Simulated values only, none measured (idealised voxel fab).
The following is a process module called voxel air gaps.
Pictured: cross-section cut, 285 nm wide, on a grid of 5 nm square cells.
This document writes a cross-section as a grid whose cells are square, and gives it as bands, listed from the top down; one or more rows of cells form a band.
Quick guide to a band line: top height, bottom height (nm) up front; then every material left to right with its width in nm. Only one material and it's marked "all across"? Then it fills the band edge to edge. And "air" just means empty space.
Note: height 0 marks the level under which the wafer is uniformly one material as received. Lowest band unbounded below, written "0..down".
A two-number width, for instance "30..40", indicates that the width is equal to the first number in the top row of the band and to the second number in the bottom row, and that it changes by a constant amount per row of cells.
When a step is marked "no alterations made", none of the cells in the cross-section changed during that step.
"Fully enclosed voids": empty spaces of 8 cells or more with no open way to the top, each given as width x height at distance, distance from the left edge, all in nm.
Where a step's line continues beyond its settings, the continuation is a remark by the simulator itself on that step.
You can add "overlay nm" to a step's line. For a step with a mask, it describes how far the mask lay to the right of its planned position, and a negative number describes a lay to the left.
# Planned step list for the process
1. RECEIVE (material Si)
2. CONFORMAL_DEP (material SiO2; thk nm 10)
3. CONFORMAL_DEP (material SiN; thk nm 5)
4. DIRECTIONAL_DEP (material lowk; thk nm 40)
5. DIRECTIONAL_DEP (material aC; thk nm 10)
6. PATTERN (tone open; mask id LINES; material resist; width nm 15; pitch nm 40; thk nm 25; overlay nm -15)
7. DIRECTIONAL_ETCH (etch materials aC; depth nm 10)
8. STRIP (etch materials resist)
9. DIRECTIONAL_ETCH (etch materials lowk; depth nm 40)
10. STRIP (etch materials aC)
11. CONFORMAL_DEP (material TiN; thk nm 5)
12. FILL_DEP (material Ru; thk nm 10)
13. CMP (height nm 55)
14. EPI (material Ru; thk nm 10)
15. SELECTIVE_ETCH (etch materials lowk; depth nm 50)
16. CONFORMAL_DEP (material SiN; thk nm 5)
The plan's step 6 overlay nm is the first wafer's value; the wafers differ in this setting and start identical.
# As received, i.e. after step 1: cross-section through the first of several wafers
  0..down | Si all across
  Fully enclosed voids: none
# Cross-section, first of several wafers, end of module, after last step 16
  70..65 | air 45; SiN 165; air 75
  65..55 | air 45; SiN 5; Ru 35; SiN 5; Ru 35; SiN 5; Ru 35; SiN 5; Ru 35; SiN 5; air 75
  55..50 | air 45; SiN 15; TiN 5; Ru 5; TiN 5; SiN 25; TiN 5; Ru 5; TiN 5; SiN 25; TiN 5; Ru 5; TiN 5; SiN 25; TiN 5; Ru 5; TiN 5; SiN 15; air 75
  50..20 | air 55; SiN 5; TiN 5; Ru 5; TiN 5; SiN 5; air 15; SiN 5; TiN 5; Ru 5; TiN 5; SiN 5; air 15; SiN 5; TiN 5; Ru 5; TiN 5; SiN 5; air 15; SiN 5; TiN 5; Ru 5; TiN 5; SiN 5; air 85
  20..15 | SiN 60; TiN 15; SiN 25; TiN 15; SiN 25; TiN 15; SiN 25; TiN 15; SiN 90
  15..10 | SiN all across
  10..0 | SiO2 all across
  0..down | Si all across
  Fully enclosed voids: 15 x 30 at 80; 15 x 30 at 120; 15 x 30 at 160
# End of module: cross-section, last of several wafers
  70..65 | air 75; SiN 165; air 45
  65..55 | air 75; SiN 5; Ru 35; SiN 5; Ru 35; SiN 5; Ru 35; SiN 5; Ru 35; SiN 5; air 45
  55..50 | air 75; SiN 15; TiN 5; Ru 5; TiN 5; SiN 25; TiN 5; Ru 5; TiN 5; SiN 25; TiN 5; Ru 5; TiN 5; SiN 25; TiN 5; Ru 5; TiN 5; SiN 15; air 45
  50..20 | air 85; SiN 5; TiN 5; Ru 5; TiN 5; SiN 5; air 15; SiN 5; TiN 5; Ru 5; TiN 5; SiN 5; air 15; SiN 5; TiN 5; Ru 5; TiN 5; SiN 5; air 15; SiN 5; TiN 5; Ru 5; TiN 5; SiN 5; air 55
  20..15 | SiN 90; TiN 15; SiN 25; TiN 15; SiN 25; TiN 15; SiN 25; TiN 15; SiN 60
  15..10 | SiN all across
  10..0 | SiO2 all across
  0..down | Si all across
  Fully enclosed voids: 15 x 30 at 110; 15 x 30 at 150; 15 x 30 at 190
# Here is how to read the rows: every wafer has a row, and it shows the wafer at the end of the module, giving for each material how many cells were gained (+) or lost (-) since the wafer was received, then listing its closed voids
overlay nm -15; +84 Ru; +214 SiN; +114 SiO2; +68 TiN; Fully enclosed voids: 15 x 30 at 80; 15 x 30 at 120; 15 x 30 at 160
overlay nm -10; +84 Ru; +214 SiN; +114 SiO2; +68 TiN; Fully enclosed voids: 15 x 30 at 85; 15 x 30 at 125; 15 x 30 at 165
overlay nm -5; +84 Ru; +214 SiN; +114 SiO2; +68 TiN; Fully enclosed voids: 15 x 30 at 90; 15 x 30 at 130; 15 x 30 at 170
overlay nm 0; +84 Ru; +214 SiN; +114 SiO2; +68 TiN; Fully enclosed voids: 15 x 30 at 95; 15 x 30 at 135; 15 x 30 at 175
overlay nm 5; +84 Ru; +214 SiN; +114 SiO2; +68 TiN; Fully enclosed voids: 15 x 30 at 100; 15 x 30 at 140; 15 x 30 at 180
overlay nm 10; +84 Ru; +214 SiN; +114 SiO2; +68 TiN; Fully enclosed voids: 15 x 30 at 105; 15 x 30 at 145; 15 x 30 at 185
overlay nm 15; +84 Ru; +214 SiN; +114 SiO2; +68 TiN; Fully enclosed voids: 15 x 30 at 110; 15 x 30 at 150; 15 x 30 at 190
